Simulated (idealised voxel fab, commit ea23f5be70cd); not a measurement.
You're looking at the process module voxel capacitor over wiring.
cross-section cut | 235 nm wide | cells 5 nm
Cross-section layout: square cells on a grid; listed as bands, top to bottom; a band spans one or more cell rows.
Band entry format. Leading values: height of top, height of bottom, nm. Remainder: materials in left-to-right order, each with its width in nm. Special words: "full width" on a single material, which then fills the band edge to edge; "blank", empty space.
Height reference: 0 = level under which incoming wafer is all one material. Lowest band: no bottom, runs on downward, e.g. "from 0 down".
So if you see something like "30..40" for the width, read it as the top row of the band sitting at the first number and the bottom row at the second, with every row in between moving by the same amount as the last.
Where the words "same as before" appear for a step, the cross-section shows no cell changed by that step; every cell remained as before.
The entry "Fully sealed cavities" lists the empty spaces that cover at least 8 cells and have no open path to the top. Each is written as width x height at distance, where the distance is measured from the left edge and all three values are in nm.
Post-settings text on a step line: simulator's own remark regarding the step.
Each step line may optionally specify "overlay nm", which for a step with a mask gives the rightward distance between the mask's planned place and where it lay, a negative value indicating the leftward direction.
Layout of what follows: cross-section pairs, each bracketing one process step, the after cross-section shown only to the lowest band that changed, the step between and its settings noted under each pair. Pairs may originate in different runs of this module on the same starting wafer; a pair continues from the pair above only where its entry headed "Geometry before processing" says so.
[Geometry before processing]
    from 80 to 75 | TiN full width
    from 75 to 70 | SiO2 65  TiN 25  SiO2 145
    from 70 to 65 | SiO2 65  Al2O3 25  SiO2 145
    from 65 to 60 | SiO2 60  TiN 80  SiO2 95
    from 60 to 55 | SiO2 55  Ru 35  Al2O3 50  SiO2 95
    from 55 to 50 | SiO2 55  Ru 35  TiN 55  SiO2 90
    from 50 to 35 | lowk 65  Ru 15  lowk 155
    from 35 to 30 | SiCN 65  Ru 15  SiCN 155
    from 30 to 15 | SiO2 50  TiN 5  Cu 20  TiN 5  SiO2 70  TiN 5  Cu 20  TiN 5  SiO2 55
    from 15 to 10 | SiCN 50  TiN 30  SiCN 70  TiN 30  SiCN 55
    from 10 to 0 | SiO2 full width
    from 0 down | Si full width
    Fully sealed cavities: none
[Structure After Step]
    from 90 to 80 | Cu full width
    Everything below 80 is unchanged.
    Fully sealed cavities: none
What is the step between the two cross-sections above? FILL_DEP with material Cu, thk nm 10
Geometry before processing: same picture as after in the pair right above, so we don't repeat it.
[Structure After Step]
    from 75 to 70 | SiO2 65  TiN 25  SiO2 145
    Everything below 70 is unchanged.
    Fully sealed cavities: none
What is the step between the two cross-sections above? CMP with height nm 75
Geometry before processing: same picture as after in the pair right above, so we don't repeat it.
[Structure After Step]
    from 80 to 75 | SiCN full width
    Everything below 75 is unchanged.
    Fully sealed cavities: none
What is the step between the two cross-sections above? CONFORMAL_DEP with material SiCN, thk nm 5
[Geometry before processing]
    from 50 to 40 | lowk 65  blank 15  lowk 155
    from 40 to 35 | lowk 65  Ru 15  lowk 155
    from 35 to 30 | SiCN 65  Ru 15  SiCN 155
    from 30 to 15 | SiO2 50  TiN 5  Cu 20  TiN 5  SiO2 70  TiN 5  Cu 20  TiN 5  SiO2 55
    from 15 to 10 | SiCN 50  TiN 30  SiCN 70  TiN 30  SiCN 55
    from 10 to 0 | SiO2 full width
    from 0 down | Si full width
    Fully sealed cavities: none
[Structure After Step]
    from 55 to 50 | TiN 65  blank 15  TiN 155
    from 50 to 45 | lowk 65  blank 15  lowk 155
    from 45 to 40 | lowk 65  TiN 15  lowk 155
    Everything below 40 is unchanged.
    Fully sealed cavities: none
What is the step between the two cross-sections above? DIRECTIONAL_DEP with material TiN, thk nm 5
Geometry before processing: same picture as after in the pair right above, so we don't repeat it.
[Structure After Step]
    from 65 to 55 | Ru full width
    from 55 to 50 | TiN 65  Ru 15  TiN 155
    from 50 to 45 | lowk 65  Ru 15  lowk 155
    Everything below 45 is unchanged.
    Fully sealed cavities: none
What is the step between the two cross-sections above? EPI with material Ru, thk nm 10
Geometry before processing: same picture as after in the pair right above, so we don't repeat it.
[Structure After Step]
    from 70 to 65 | Al2O3 full width
    Everything below 65 is unchanged.
    Fully sealed cavities: none
What is the step between the two cross-sections above? DIRECTIONAL_DEP with material Al2O3, thk nm 5
Geometry before processing: same picture as after in the pair right above, so we don't repeat it.
[Structure After Step]
    from 75 to 70 | TiN full width
    Everything below 70 is unchanged.
    Fully sealed cavities: none
What is the step between the two cross-sections above? DIRECTIONAL_DEP with material TiN, thk nm 5
Geometry before processing: same picture as after in the pair right above, so we don't repeat it.
[Structure After Step]
    from 75 to 70 | blank 65  TiN 75  blank 95
    Everything below 70 is unchanged.
    Fully sealed cavities: none
What is the step between the two cross-sections above? MASKED_ETCH with tone cover, mask id UPPER_PLATE, width nm 75, etch materials TiN, depth nm 5, overlay nm 0
Geometry before processing: same picture as after in the pair right above, so we don't repeat it.
[Structure After Step]
    from 75 to 70 | blank 65  TiN 75  blank 95
    from 70 to 65 | blank 65  Al2O3 75  blank 95
    Everything below 65 is unchanged.
    Fully sealed cavities: none
What is the step between the two cross-sections above? MASKED_ETCH with tone cover, mask id UPPER_PLATE, width nm 75, etch materials Al2O3, depth nm 5, overlay nm 0
Geometry before processing: same picture as after in the pair right above, so we don't repeat it.
[Structure After Step]
    from 90 to 75 | blank 60  resist 85  blank 90
    from 75 to 70 | blank 60  resist 5  TiN 75  resist 5  blank 90
    from 70 to 65 | blank 60  resist 5  Al2O3 75  resist 5  blank 90
    Everything below 65 is unchanged.
    Fully sealed cavities: none
What is the step between the two cross-sections above? PATTERN with tone cover, mask id LOWER_PLATE, material resist, width nm 85, thk nm 15, overlay nm 0
Geometry before processing: same picture as after in the pair right above, so we don't repeat it.
[Structure After Step]
    from 75 to 70 | blank 65  TiN 75  blank 95
    from 70 to 65 | blank 65  Al2O3 75  blank 95
    Everything below 65 is unchanged.
    Fully sealed cavities: none
What is the step between the two cross-sections above? STRIP with etch materials resist
Geometry before processing: same picture as after in the pair right above, so we don't repeat it.
[Structure After Step]
    from 90 to 75 | SiO2 full width
    from 75 to 70 | SiO2 65  TiN 75  SiO2 95
    from 70 to 65 | SiO2 65  Al2O3 75  SiO2 95
    Everything below 65 is unchanged.
    Fully sealed cavities: none
What is the step between the two cross-sections above? FILL_DEP with material SiO2, thk nm 15
Geometry before processing: same picture as after in the pair right above, so we don't repeat it.
[Structure After Step]
    from 75 to 70 | SiO2 65  TiN 75  SiO2 95
    Everything below 70 is unchanged.
    Fully sealed cavities: none
What is the step between the two cross-sections above? CMP with height nm 75
Geometry before processing: same picture as after in the pair right above, so we don't repeat it.
[Structure After Step]
    from 85 to 75 | aC full width
    Everything below 75 is unchanged.
    Fully sealed cavities: none
What is the step between the two cross-sections above? DIRECTIONAL_DEP with material aC, thk nm 10
Geometry before processing: same picture as after in the pair right above, so we don't repeat it.
[Structure After Step]
    from 115 to 85 | resist 75  blank 15  resist 145
    Everything below 85 is unchanged.
    Fully sealed cavities: none
What is the step between the two cross-sections above? PATTERN with tone open, mask id PLUG_2, material resist, width nm 15, thk nm 30, overlay nm 0
Geometry before processing: same picture as after in the pair right above, so we don't repeat it.
[Structure After Step]
    from 105 to 85 | resist 75  blank 15  resist 145
    from 85 to 75 | aC 75  blank 15  aC 145
    Everything below 75 is unchanged.
    Fully sealed cavities: none
What is the step between the two cross-sections above? DIRECTIONAL_ETCH with etch materials aC, depth nm 10
Geometry before processing: same picture as after in the pair right above, so we don't repeat it.
[Structure After Step]
    from 85 to 75 | aC 75  blank 15  aC 145
    Everything below 75 is unchanged.
    Fully sealed cavities: none
What is the step between the two cross-sections above? STRIP with etch materials resist
Geometry before processing: same picture as after in the pair right above, so we don't repeat it.
[Structure After Step]
    from 75 to 70 | SiO2 65  TiN 75  SiO2 95
    Everything below 70 is unchanged.
    Fully sealed cavities: none
What is the step between the two cross-sections above? STRIP with etch materials aC
Geometry before processing: same picture as after in the pair right above, so we don't repeat it.
[Structure After Step]
    from 80 to 75 | TiN full width
    Everything below 75 is unchanged.
    Fully sealed cavities: none
What is the step between the two cross-sections above? CONFORMAL_DEP with material TiN, thk nm 5
Geometry before processing: same picture as after in the pair right above, so we don't repeat it.
[Structure After Step]
    from 90 to 80 | Cu full width
    Everything below 80 is unchanged.
    Fully sealed cavities: none
What is the step between the two cross-sections above? FILL_DEP with material Cu, thk nm 10
Geometry before processing: same picture as after in the pair right above, so we don't repeat it.
[Structure After Step]
    from 75 to 70 | SiO2 65  TiN 75  SiO2 95
    Everything below 70 is unchanged.
    Fully sealed cavities: none
What is the step between the two cross-sections above? CMP with height nm 75
Geometry before processing: same picture as after in the pair right above, so we don't repeat it.
[Structure After Step]
    from 80 to 75 | SiCN full width
    Everything below 75 is unchanged.
    Fully sealed cavities: none
What is the step between the two cross-sections above? CONFORMAL_DEP with material SiCN, thk nm 5
[Geometry before processing]
    from 50 to 35 | lowk full width
    from 35 to 30 | SiCN full width
    from 30 to 15 | SiO2 50  TiN 5  Cu 20  TiN 5  SiO2 70  TiN 5  Cu 20  TiN 5  SiO2 55
    from 15 to 10 | SiCN 50  TiN 30  SiCN 70  TiN 30  SiCN 55
    from 10 to 0 | SiO2 full width
    from 0 down | Si full width
    Fully sealed cavities: none
[Structure After Step]
    from 50 to 40 | lowk 65  blank 15  lowk 155
    Everything below 40 is unchanged.
    Fully sealed cavities: none
What is the step between the two cross-sections above? MASKED_ETCH with tone open, mask id PLUG_1, width nm 15, etch materials lowk, depth nm 10, overlay nm 0
Geometry before processing: same picture as after in the pair right above, so we don't repeat it.
[Structure After Step]
    from 55 to 50 | TiN 65  blank 15  TiN 155
    from 50 to 45 | lowk 65  blank 15  lowk 155
    from 45 to 40 | lowk 65  TiN 15  lowk 155
    Everything below 40 is unchanged.
    Fully sealed cavities: none
What is the step between the two cross-sections above? DIRECTIONAL_DEP with material TiN, thk nm 5
Geometry before processing: same picture as after in the pair right above, so we don't repeat it.
[Structure After Step]
    from 60 to 55 | Al2O3 65  blank 15  Al2O3 155
    from 55 to 50 | TiN 65  blank 15  TiN 155
    from 50 to 45 | lowk 65  Al2O3 15  lowk 155
    Everything below 45 is unchanged.
    Fully sealed cavities: none
What is the step between the two cross-sections above? DIRECTIONAL_DEP with material Al2O3, thk nm 5
Geometry before processing: same picture as after in the pair right above, so we don't repeat it.
[Structure After Step]
    from 65 to 60 | TiN 65  blank 15  TiN 155
    from 60 to 55 | Al2O3 65  blank 15  Al2O3 155
    from 55 to 50 | TiN full width
    Everything below 50 is unchanged.
    Fully sealed cavities: none
What is the step between the two cross-sections above? DIRECTIONAL_DEP with material TiN, thk nm 5
Geometry before processing: same picture as after in the pair right above, so we don't repeat it.
[Structure After Step]
    from 65 to 60 | blank 80  TiN 60  blank 95
    Everything below 60 is unchanged.
    Fully sealed cavities: none
What is the step between the two cross-sections above? MASKED_ETCH with tone cover, mask id UPPER_PLATE, width nm 75, etch materials TiN, depth nm 5, overlay nm 0
Geometry before processing: same picture as after in the pair right above, so we don't repeat it.
[Structure After Step]
    from 65 to 60 | blank 80  TiN 60  blank 95
    from 60 to 55 | blank 80  Al2O3 60  blank 95
    Everything below 55 is unchanged.
    Fully sealed cavities: none
What is the step between the two cross-sections above? MASKED_ETCH with tone cover, mask id UPPER_PLATE, width nm 75, etch materials Al2O3, depth nm 5, overlay nm 0
Geometry before processing: same picture as after in the pair right above, so we don't repeat it.
[Structure After Step]
    from 80 to 65 | blank 60  resist 85  blank 90
    from 65 to 60 | blank 60  resist 20  TiN 60  resist 5  blank 90
    from 60 to 55 | blank 60  resist 20  Al2O3 60  resist 5  blank 90
    Everything below 55 is unchanged.
    Fully sealed cavities: none
What is the step between the two cross-sections above? PATTERN with tone cover, mask id LOWER_PLATE, material resist, width nm 85, thk nm 15, overlay nm 0
Geometry before processing: same picture as after in the pair right above, so we don't repeat it.
[Structure After Step]
    from 80 to 65 | blank 60  resist 85  blank 90
    from 65 to 60 | blank 60  resist 20  TiN 60  resist 5  blank 90
    from 60 to 55 | blank 60  resist 20  Al2O3 60  resist 5  blank 90
    from 55 to 50 | blank 60  TiN 85  blank 90
    Everything below 50 is unchanged.
    Fully sealed cavities: none
What is the step between the two cross-sections above? DIRECTIONAL_ETCH with etch materials TiN, depth nm 5
Geometry before processing: same picture as after in the pair right above, so we don't repeat it.
[Structure After Step]
    from 65 to 60 | blank 80  TiN 60  blank 95
    from 60 to 55 | blank 80  Al2O3 60  blank 95
    Everything below 55 is unchanged.
    Fully sealed cavities: none
What is the step between the two cross-sections above? STRIP with etch materials resist
Geometry before processing: same picture as after in the pair right above, so we don't repeat it.
[Structure After Step]
    from 80 to 65 | SiO2 full width
    from 65 to 60 | SiO2 80  TiN 60  SiO2 95
    from 60 to 55 | SiO2 80  Al2O3 60  SiO2 95
    from 55 to 50 | SiO2 60  TiN 85  SiO2 90
    Everything below 50 is unchanged.
    Fully sealed cavities: none
What is the step between the two cross-sections above? FILL_DEP with material SiO2, thk nm 15
Geometry before processing: same picture as after in the pair right above, so we don't repeat it.
[Structure After Step]
    from 75 to 65 | SiO2 full width
    Everything below 65 is unchanged.
    Fully sealed cavities: none
What is the step between the two cross-sections above? CMP with height nm 75
Geometry before processing: same picture as after in the pair right above, so we don't repeat it.
[Structure After Step]
    from 85 to 75 | aC full width
    Everything below 75 is unchanged.
    Fully sealed cavities: none
What is the step between the two cross-sections above? DIRECTIONAL_DEP with material aC, thk nm 10
Geometry before processing: same picture as after in the pair right above, so we don't repeat it.
[Structure After Step]
    from 115 to 85 | resist 75  blank 15  resist 145
    Everything below 85 is unchanged.
    Fully sealed cavities: none
What is the step between the two cross-sections above? PATTERN with tone open, mask id PLUG_2, material resist, width nm 15, thk nm 30, overlay nm 0
Geometry before processing: same picture as after in the pair right above, so we don't repeat it.
[Structure After Step]
    from 105 to 85 | resist 75  blank 15  resist 145
    from 85 to 75 | aC 75  blank 15  aC 145
    Everything below 75 is unchanged.
    Fully sealed cavities: none
What is the step between the two cross-sections above? DIRECTIONAL_ETCH with etch materials aC, depth nm 10
Geometry before processing: same picture as after in the pair right above, so we don't repeat it.
[Structure After Step]
    from 85 to 75 | aC 75  blank 15  aC 145
    Everything below 75 is unchanged.
    Fully sealed cavities: none
What is the step between the two cross-sections above? STRIP with etch materials resist
Geometry before processing: same picture as after in the pair right above, so we don't repeat it.
[Structure After Step]
    from 85 to 75 | aC 75  blank 15  aC 145
    from 75 to 65 | SiO2 75  blank 15  SiO2 145
    Everything below 65 is unchanged.
    Fully sealed cavities: none
What is the step between the two cross-sections above? DIRECTIONAL_ETCH with etch materials SiO2, depth nm 10
Geometry before processing: same picture as after in the pair right above, so we don't repeat it.
[Structure After Step]
    from 75 to 65 | SiO2 75  blank 15  SiO2 145
    Everything below 65 is unchanged.
    Fully sealed cavities: none
What is the step between the two cross-sections above? STRIP with etch materials aC
Geometry before processing: same picture as after in the pair right above, so we don't repeat it.
[Structure After Step]
    from 80 to 75 | TiN 80  blank 5  TiN 150
    from 75 to 70 | SiO2 75  TiN 5  blank 5  TiN 5  SiO2 145
    from 70 to 60 | SiO2 75..80  TiN 15..60  SiO2 145..95
    Everything below 60 is unchanged.
    Fully sealed cavities: none
What is the step between the two cross-sections above? CONFORMAL_DEP with material TiN, thk nm 5
Geometry before processing: same picture as after in the pair right above, so we don't repeat it.
[Structure After Step]
    from 90 to 80 | Cu full width
    from 80 to 75 | TiN 80  Cu 5  TiN 150
    from 75 to 70 | SiO2 75  TiN 5  Cu 5  TiN 5  SiO2 145
    Everything below 70 is unchanged.
    Fully sealed cavities: none
What is the step between the two cross-sections above? FILL_DEP with material Cu, thk nm 10
Geometry before processing: same picture as after in the pair right above, so we don't repeat it.
[Structure After Step]
    from 75 to 70 | SiO2 75  TiN 5  Cu 5  TiN 5  SiO2 145
    Everything below 70 is unchanged.
    Fully sealed cavities: none
What is the step between the two cross-sections above? CMP with height nm 75
Geometry before processing: same picture as after in the pair right above, so we don't repeat it.
[Structure After Step]
    from 80 to 75 | SiCN full width
    Everything below 75 is unchanged.
    Fully sealed cavities: none
What is the step between the two cross-sections above? CONFORMAL_DEP with material SiCN, thk nm 5
[Geometry before processing]
    from 30 to 15 | SiO2 full width
    from 15 to 10 | SiCN full width
    from 10 to 0 | SiO2 full width
    from 0 down | Si full width
    Fully sealed cavities: none
[Structure After Step]
    from 50 to 30 | resist 55  blank 25  resist 75  blank 25  resist 55
    Everything below 30 is unchanged.
    Fully sealed cavities: none
What is the step between the two cross-sections above? PATTERN with tone open, mask id METAL_1, material resist, width nm 25, pitch nm 100, thk nm 20, overlay nm 0
Geometry before processing: same picture as after in the pair right above, so we don't repeat it.
[Structure After Step]
    from 50 to 30 | resist 55  blank 25  resist 75  blank 25  resist 55
    from 30 to 15 | SiO2 55  blank 25  SiO2 75  blank 25  SiO2 55
    Everything below 15 is unchanged.
    Fully sealed cavities: none
What is the step between the two cross-sections above? DIRECTIONAL_ETCH with etch materials SiO2, depth nm 15
Geometry before processing: same picture as after in the pair right above, so we don't repeat it.
[Structure After Step]
    from 50 to 30 | resist 55  blank 25  resist 75  blank 25  resist 55
    from 30 to 15 | SiO2 55  blank 25  SiO2 75  blank 25  SiO2 55
    from 15 to 10 | SiCN 55  blank 25  SiCN 75  blank 25  SiCN 55
    Everything below 10 is unchanged.
    Fully sealed cavities: none
What is the step between the two cross-sections above? DIRECTIONAL_ETCH with etch materials SiCN, depth nm 5
Geometry before processing: same picture as after in the pair right above, so we don't repeat it.
[Structure After Step]
    from 30 to 15 | SiO2 55  blank 25  SiO2 75  blank 25  SiO2 55
    Everything below 15 is unchanged.
    Fully sealed cavities: none
What is the step between the two cross-sections above? STRIP with etch materials resist
Geometry before processing: same picture as after in the pair right above, so we don't repeat it.
[Structure After Step]
    from 35 to 30 | TiN 60  blank 15  TiN 85  blank 15  TiN 60
    from 30 to 15 | SiO2 55  TiN 5  blank 15  TiN 5  SiO2 75  TiN 5  blank 15  TiN 5  SiO2 55
    from 15 to 10 | SiCN 55  TiN 25  SiCN 75  TiN 25  SiCN 55
    Everything below 10 is unchanged.
    Fully sealed cavities: none
What is the step between the two cross-sections above? CONFORMAL_DEP with material TiN, thk nm 5
Geometry before processing: same picture as after in the pair right above, so we don't repeat it.
[Structure After Step]
    from 40 to 35 | Cu full width
    from 35 to 30 | TiN 60  Cu 15  TiN 85  Cu 15  TiN 60
    from 30 to 15 | SiO2 55  TiN 5  Cu 15  TiN 5  SiO2 75  TiN 5  Cu 15  TiN 5  SiO2 55
    Everything below 15 is unchanged.
    Fully sealed cavities: none
What is the step between the two cross-sections above? FILL_DEP with material Cu, thk nm 5
Geometry before processing: same picture as after in the pair right above, so we don't repeat it.
[Structure After Step]
    from 30 to 15 | SiO2 55  TiN 5  Cu 15  TiN 5  SiO2 75  TiN 5  Cu 15  TiN 5  SiO2 55
    Everything below 15 is unchanged.
    Fully sealed cavities: none
What is the step between the two cross-sections above? CMP with height nm 30
Geometry before processing: same picture as after in the pair right above, so we don't repeat it.
[Structure After Step]
    from 35 to 30 | SiCN full width
    Everything below 30 is unchanged.
    Fully sealed cavities: none
What is the step between the two cross-sections above? CONFORMAL_DEP with material SiCN, thk nm 5
Geometry before processing: same picture as after in the pair right above, so we don't repeat it.
[Structure After Step]
    from 50 to 35 | lowk full width
    Everything below 35 is unchanged.
    Fully sealed cavities: none
What is the step between the two cross-sections above? DIRECTIONAL_DEP with material lowk, thk nm 15
Geometry before processing: same picture as after in the pair right above, so we don't repeat it.
[Structure After Step]
    from 50 to 35 | lowk 65  blank 15  lowk 155
    Everything below 35 is unchanged.
    Fully sealed cavities: none
What is the step between the two cross-sections above? MASKED_ETCH with tone open, mask id PLUG_1, width nm 15, etch materials lowk, depth nm 15, overlay nm 0
Geometry before processing: same picture as after in the pair right above, so we don't repeat it.
[Structure After Step]
    from 50 to 35 | lowk 65  blank 15  lowk 155
    from 35 to 30 | SiCN 65  blank 15  SiCN 155
    Everything below 30 is unchanged.
    Fully sealed cavities: none
What is the step between the two cross-sections above? MASKED_ETCH with tone open, mask id PLUG_1, width nm 15, etch materials SiCN, depth nm 5, overlay nm 0
Geometry before processing: same picture as after in the pair right above, so we don't repeat it.
[Structure After Step]
    from 50 to 40 | lowk 65  blank 15  lowk 155
    from 40 to 35 | lowk 65  Ru 15  lowk 155
    from 35 to 30 | SiCN 65  Ru 15  SiCN 155
    Everything below 30 is unchanged.
    Fully sealed cavities: none
What is the step between the two cross-sections above? EPI with material Ru, thk nm 10
Geometry before processing: same picture as after in the pair right above, so we don't repeat it.
[Structure After Step]
    from 50 to 35 | lowk 65  Ru 15  lowk 155
    Everything below 35 is unchanged.
    Fully sealed cavities: none
What is the step between the two cross-sections above? EPI with material Ru, thk nm 10
Geometry before processing: same picture as after in the pair right above, so we don't repeat it.
[Structure After Step]
    from 55 to 50 | TiN full width
    Everything below 50 is unchanged.
    Fully sealed cavities: none
What is the step between the two cross-sections above? DIRECTIONAL_DEP with material TiN, thk nm 5
Geometry before processing: same picture as after in the pair right above, so we don't repeat it.
[Structure After Step]
    from 60 to 55 | Al2O3 full width
    Everything below 55 is unchanged.
    Fully sealed cavities: none
What is the step between the two cross-sections above? DIRECTIONAL_DEP with material Al2O3, thk nm 5
Geometry before processing: same picture as after in the pair right above, so we don't repeat it.
[Structure After Step]
    from 65 to 60 | TiN full width
    Everything below 60 is unchanged.
    Fully sealed cavities: none
What is the step between the two cross-sections above? DIRECTIONAL_DEP with material TiN, thk nm 5
Geometry before processing: same picture as after in the pair right above, so we don't repeat it.
[Structure After Step]
    from 65 to 60 | blank 65  TiN 75  blank 95
    Everything below 60 is unchanged.
    Fully sealed cavities: none
What is the step between the two cross-sections above? MASKED_ETCH with tone cover, mask id UPPER_PLATE, width nm 75, etch materials TiN, depth nm 5, overlay nm 0
Geometry before processing: same picture as after in the pair right above, so we don't repeat it.
[Structure After Step]
    from 65 to 60 | blank 65  TiN 75  blank 95
    from 60 to 55 | blank 65  Al2O3 75  blank 95
    Everything below 55 is unchanged.
    Fully sealed cavities: none
What is the step between the two cross-sections above? MASKED_ETCH with tone cover, mask id UPPER_PLATE, width nm 75, etch materials Al2O3, depth nm 5, overlay nm 0
Geometry before processing: same picture as after in the pair right above, so we don't repeat it.
[Structure After Step]
    from 80 to 65 | blank 60  resist 85  blank 90
    from 65 to 60 | blank 60  resist 5  TiN 75  resist 5  blank 90
    from 60 to 55 | blank 60  resist 5  Al2O3 75  resist 5  blank 90
    Everything below 55 is unchanged.
    Fully sealed cavities: none
What is the step between the two cross-sections above? PATTERN with tone cover, mask id LOWER_PLATE, material resist, width nm 85, thk nm 15, overlay nm 0
Geometry before processing: same picture as after in the pair right above, so we don't repeat it.
[Structure After Step]
    from 80 to 65 | blank 60  resist 85  blank 90
    from 65 to 60 | blank 60  resist 5  TiN 75  resist 5  blank 90
    from 60 to 55 | blank 60  resist 5  Al2O3 75  resist 5  blank 90
    from 55 to 50 | blank 60  TiN 85  blank 90
    Everything below 50 is unchanged.
    Fully sealed cavities: none
What is the step between the two cross-sections above? DIRECTIONAL_ETCH with etch materials TiN, depth nm 5
Geometry before processing: same picture as after in the pair right above, so we don't repeat it.
[Structure After Step]
    from 65 to 60 | blank 65  TiN 75  blank 95
    from 60 to 55 | blank 65  Al2O3 75  blank 95
    Everything below 55 is unchanged.
    Fully sealed cavities: none
What is the step between the two cross-sections above? STRIP with etch materials resist
Geometry before processing: same picture as after in the pair right above, so we don't repeat it.
[Structure After Step]
    from 80 to 65 | SiO2 full width
    from 65 to 60 | SiO2 65  TiN 75  SiO2 95
    from 60 to 55 | SiO2 65  Al2O3 75  SiO2 95
    from 55 to 50 | SiO2 60  TiN 85  SiO2 90
    Everything below 50 is unchanged.
    Fully sealed cavities: none
What is the step between the two cross-sections above? FILL_DEP with material SiO2, thk nm 15
Geometry before processing: same picture as after in the pair right above, so we don't repeat it.
[Structure After Step]
    from 75 to 65 | SiO2 full width
    Everything below 65 is unchanged.
    Fully sealed cavities: none
What is the step between the two cross-sections above? CMP with height nm 75
Geometry before processing: same picture as after in the pair right above, so we don't repeat it.
[Structure After Step]
    from 85 to 75 | aC full width
    Everything below 75 is unchanged.
    Fully sealed cavities: none
What is the step between the two cross-sections above? DIRECTIONAL_DEP with material aC, thk nm 10
Geometry before processing: same picture as after in the pair right above, so we don't repeat it.
[Structure After Step]
    from 115 to 85 | resist 75  blank 15  resist 145
    Everything below 85 is unchanged.
    Fully sealed cavities: none
What is the step between the two cross-sections above? PATTERN with tone open, mask id PLUG_2, material resist, width nm 15, thk nm 30, overlay nm 0
Geometry before processing: same picture as after in the pair right above, so we don't repeat it.
[Structure After Step]
    from 105 to 85 | resist 75  blank 15  resist 145
    from 85 to 75 | aC 75  blank 15  aC 145
    Everything below 75 is unchanged.
    Fully sealed cavities: none
What is the step between the two cross-sections above? DIRECTIONAL_ETCH with etch materials aC, depth nm 10
Geometry before processing: same picture as after in the pair right above, so we don't repeat it.
[Structure After Step]
    from 85 to 75 | aC 75  blank 15  aC 145
    Everything below 75 is unchanged.
    Fully sealed cavities: none
What is the step between the two cross-sections above? STRIP with etch materials resist
Geometry before processing: same picture as after in the pair right above, so we don't repeat it.
[Structure After Step]
    from 85 to 75 | aC 75  blank 15  aC 145
    from 75 to 65 | SiO2 75  blank 15  SiO2 145
    Everything below 65 is unchanged.
    Fully sealed cavities: none
What is the step between the two cross-sections above? DIRECTIONAL_ETCH with etch materials SiO2, depth nm 10
Geometry before processing: same picture as after in the pair right above, so we don't repeat it.
[Structure After Step]
    from 75 to 65 | SiO2 75  blank 15  SiO2 145
    Everything below 65 is unchanged.
    Fully sealed cavities: none
What is the step between the two cross-sections above? STRIP with etch materials aC
Geometry before processing: same picture as after in the pair right above, so we don't repeat it.
[Structure After Step]
    from 80 to 75 | TiN 80  blank 5  TiN 150
    from 75 to 70 | SiO2 75  TiN 5  blank 5  TiN 5  SiO2 145
    from 70 to 60 | SiO2 75..65  TiN 15..75  SiO2 145..95
    Everything below 60 is unchanged.
    Fully sealed cavities: none
What is the step between the two cross-sections above? CONFORMAL_DEP with material TiN, thk nm 5
Geometry before processing: same picture as after in the pair right above, so we don't repeat it.
[Structure After Step]
    from 90 to 80 | Cu full width
    from 80 to 75 | TiN 80  Cu 5  TiN 150
    from 75 to 70 | SiO2 75  TiN 5  Cu 5  TiN 5  SiO2 145
    Everything below 70 is unchanged.
    Fully sealed cavities: none
What is the step between the two cross-sections above? FILL_DEP with material Cu, thk nm 10
Geometry before processing: same picture as after in the pair right above, so we don't repeat it.
[Structure After Step]
    from 75 to 70 | SiO2 75  TiN 5  Cu 5  TiN 5  SiO2 145
    Everything below 70 is unchanged.
    Fully sealed cavities: none
What is the step between the two cross-sections above? CMP with height nm 75
Geometry before processing: same picture as after in the pair right above, so we don't repeat it.
[Structure After Step]
    from 80 to 75 | SiCN full width
    Everything below 75 is unchanged.
    Fully sealed cavities: none
What is the step between the two cross-sections above? CONFORMAL_DEP with material SiCN, thk nm 5
[Geometry before processing]
    from 30 to 15 | SiO2 full width
    from 15 to 10 | SiCN full width
    from 10 to 0 | SiO2 full width
    from 0 down | Si full width
    Fully sealed cavities: none
[Structure After Step]
    from 50 to 30 | resist 40  blank 30  resist 70  blank 30  resist 65
    Everything below 30 is unchanged.
    Fully sealed cavities: none
What is the step between the two cross-sections above? PATTERN with tone open, mask id METAL_1, material resist, width nm 30, pitch nm 100, thk nm 20, overlay nm -10
Geometry before processing: same picture as after in the pair right above, so we don't repeat it.
[Structure After Step]
    from 50 to 30 | resist 40  blank 30  resist 70  blank 30  resist 65
    from 30 to 15 | SiO2 40  blank 30  SiO2 70  blank 30  SiO2 65
    Everything below 15 is unchanged.
    Fully sealed cavities: none
What is the step between the two cross-sections above? DIRECTIONAL_ETCH with etch materials SiO2, depth nm 15
Geometry before processing: same picture as after in the pair right above, so we don't repeat it.
[Structure After Step]
    from 50 to 30 | resist 40  blank 30  resist 70  blank 30  resist 65
    from 30 to 15 | SiO2 40  blank 30  SiO2 70  blank 30  SiO2 65
    from 15 to 10 | SiCN 40  blank 30  SiCN 70  blank 30  SiCN 65
    Everything below 10 is unchanged.
    Fully sealed cavities: none
What is the step between the two cross-sections above? DIRECTIONAL_ETCH with etch materials SiCN, depth nm 5
Geometry before processing: same picture as after in the pair right above, so we don't repeat it.
[Structure After Step]
    from 30 to 15 | SiO2 40  blank 30  SiO2 70  blank 30  SiO2 65
    Everything below 15 is unchanged.
    Fully sealed cavities: none
What is the step between the two cross-sections above? STRIP with etch materials resist
Geometry before processing: same picture as after in the pair right above, so we don't repeat it.
[Structure After Step]
    from 35 to 30 | TiN 45  blank 20  TiN 80  blank 20  TiN 70
    from 30 to 15 | SiO2 40  TiN 5  blank 20  TiN 5  SiO2 70  TiN 5  blank 20  TiN 5  SiO2 65
    from 15 to 10 | SiCN 40  TiN 30  SiCN 70  TiN 30  SiCN 65
    Everything below 10 is unchanged.
    Fully sealed cavities: none
What is the step between the two cross-sections above? CONFORMAL_DEP with material TiN, thk nm 5
Geometry before processing: same picture as after in the pair right above, so we don't repeat it.
[Structure After Step]
    from 40 to 35 | Cu full width
    from 35 to 30 | TiN 45  Cu 20  TiN 80  Cu 20  TiN 70
    from 30 to 15 | SiO2 40  TiN 5  Cu 20  TiN 5  SiO2 70  TiN 5  Cu 20  TiN 5  SiO2 65
    Everything below 15 is unchanged.
    Fully sealed cavities: none
What is the step between the two cross-sections above? FILL_DEP with material Cu, thk nm 5
Geometry before processing: same picture as after in the pair right above, so we don't repeat it.
[Structure After Step]
    from 30 to 15 | SiO2 40  TiN 5  Cu 20  TiN 5  SiO2 70  TiN 5  Cu 20  TiN 5  SiO2 65
    Everything below 15 is unchanged.
    Fully sealed cavities: none
What is the step between the two cross-sections above? CMP with height nm 30
Geometry before processing: same picture as after in the pair right above, so we don't repeat it.
[Structure After Step]
    from 35 to 30 | SiCN full width
    Everything below 30 is unchanged.
    Fully sealed cavities: none
What is the step between the two cross-sections above? CONFORMAL_DEP with material SiCN, thk nm 5
Geometry before processing: same picture as after in the pair right above, so we don't repeat it.
[Structure After Step]
    from 50 to 35 | lowk full width
    Everything below 35 is unchanged.
    Fully sealed cavities: none
What is the step between the two cross-sections above? DIRECTIONAL_DEP with material lowk, thk nm 15
